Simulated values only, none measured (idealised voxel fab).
Process module in this document: voxel plated lines
Cross-sectional view cut (width: 160 nm; square cell size: 5 nm).
Just so we're on the same page, the cross-sections are grids of square cells, and they're listed out in bands top to bottom, each band one or more rows deep.
Read a band's entry like this: the first values are the height of its top and the height of its bottom in nm, and what follows is the sequence of materials from left to right, each with its width in nm. Note that "air" is empty space, and that a single material marked "all across" reaches across the band from edge to edge.
Zero point of the height axis is 0; under it, received wafer = one material. Lowest band: continues down indefinitely, "0 and below".
Width: "30->40" (first number = top row, second number = bottom row, same change from row to row of cells).
For the purposes of this document, the phrase "no change" attached to a step denotes that no cell within the cross-section was modified by that step.
Each empty space that has no open way to the top and spans at least 8 cells appears under "Sealed void list" as width x height at distance, the distance counted from the left edge, all in nm.
Heads up: the bit after the settings on a step's line is the simulator's remark on that step.
Among the settings permitted on a step's line is "overlay nm"; applied to a step with a mask, it specifies the extent to which the mask lay to the right of its planned position, whereas a negative figure signifies a position to the left.

**Set out below are the planned steps of the process**
1: RECEIVE,material Si
2: CONFORMAL_DEP,material SiO2,thk nm 5
3: DIRECTIONAL_DEP,material TiN,thk nm 5
4: PATTERN,tone open,mask id LINES,material resist,width nm 15,pitch nm 30,thk nm 25,overlay nm 0
5: EPI,material Ru,thk nm 5
6: EPI,material Ru,thk nm 5
7: STRIP,etch materials resist
8: DIRECTIONAL_ETCH,etch materials TiN,depth nm 5
9: CONFORMAL_DEP,material SiO2,thk nm 5

**The first of a set of two wafers, run to plan**

**Wafer cross-section on receipt, i.e. after step 1**
* 0 and below | Si all across
* Sealed void list: none

**After step 2: wafer cross-section**
* 5 down to 0 | SiO2 all across
* Whatever lies below 0 is exactly as it was before.

**After step 3: wafer cross-section**
* 10 down to 5 | TiN all across
* Whatever lies below 5 is exactly as it was before.

**After step 4: wafer cross-section**
* 35 down to 10 | 55 of resist  15 of air  15 of resist  15 of air  60 of resist
* Whatever lies below 10 is exactly as it was before.

**After step 5: wafer cross-section**
* 35 down to 15 | 55 of resist  15 of air  15 of resist  15 of air  60 of resist
* 15 down to 10 | 55 of resist  15 of Ru  15 of resist  15 of Ru  60 of resist
* Whatever lies below 10 is exactly as it was before.

**After step 6: wafer cross-section**
* 35 down to 20 | 55 of resist  15 of air  15 of resist  15 of air  60 of resist
* 20 down to 10 | 55 of resist  15 of Ru  15 of resist  15 of Ru  60 of resist
* Whatever lies below 10 is exactly as it was before.

**After step 7: wafer cross-section**
* 20 down to 10 | 55 of air  15 of Ru  15 of air  15 of Ru  60 of air
* Whatever lies below 10 is exactly as it was before.

**After step 8: wafer cross-section**
* 20 down to 10 | 55 of air  15 of Ru  15 of air  15 of Ru  60 of air
* 10 down to 5 | 55 of air  15 of TiN  15 of air  15 of TiN  60 of air
* Whatever lies below 5 is exactly as it was before.

**After step 9: wafer cross-section**
* 25 down to 20 | 50 of air  25 of SiO2  5 of air  25 of SiO2  55 of air
* 20 down to 10 | 50 of air  5 of SiO2  15 of Ru  5 of SiO2  5 of air  5 of SiO2  15 of Ru  5 of SiO2  55 of air
* 10 down to 5 | 55 of SiO2  15 of TiN  15 of SiO2  15 of TiN  60 of SiO2
* Whatever lies below 5 is exactly as it was before.

**Notes, second wafer: start = first wafer's, plan = first wafer's, execution had one mistake; history identical to first through step 3**

**Here is the second wafer in cross-section at the point where step 4 of the plan should have been done**
* 35 down to 10 | 45 of resist  15 of air  15 of resist  15 of air  70 of resist
* Whatever lies below 10 is exactly as it was before.

**Here is the second wafer in cross-section at the point where step 5 of the plan should have been done**
* 35 down to 15 | 45 of resist  15 of air  15 of resist  15 of air  70 of resist
* 15 down to 10 | 45 of resist  15 of Ru  15 of resist  15 of Ru  70 of resist
* Whatever lies below 10 is exactly as it was before.

**Here is the second wafer in cross-section at the point where step 6 of the plan should have been done**
* 35 down to 20 | 45 of resist  15 of air  15 of resist  15 of air  70 of resist
* 20 down to 10 | 45 of resist  15 of Ru  15 of resist  15 of Ru  70 of resist
* Whatever lies below 10 is exactly as it was before.

**Here is the second wafer in cross-section at the point where step 7 of the plan should have been done**
* 20 down to 10 | 45 of air  15 of Ru  15 of air  15 of Ru  70 of air
* Whatever lies below 10 is exactly as it was before.

**Here is the second wafer in cross-section at the point where step 8 of the plan should have been done**
* 20 down to 10 | 45 of air  15 of Ru  15 of air  15 of Ru  70 of air
* 10 down to 5 | 45 of air  15 of TiN  15 of air  15 of TiN  70 of air
* Whatever lies below 5 is exactly as it was before.

**Here is the second wafer in cross-section at the point where step 9 of the plan should have been done**
* 25 down to 20 | 40 of air  25 of SiO2  5 of air  25 of SiO2  65 of air
* 20 down to 10 | 40 of air  5 of SiO2  15 of Ru  5 of SiO2  5 of air  5 of SiO2  15 of Ru  5 of SiO2  65 of air
* 10 down to 5 | 45 of SiO2  15 of TiN  15 of SiO2  15 of TiN  70 of SiO2
* Whatever lies below 5 is exactly as it was before.
Which mistake was made when the wafer was run? off-plan run, step 4, actual operation and settings PATTERN,tone open,mask id LINES,material resist,width nm 15,pitch nm 30,thk nm 25,overlay nm -10
Comparing end states, the material composition by cell count is preserved from the first wafer to the second, while the locations of the cells are not.
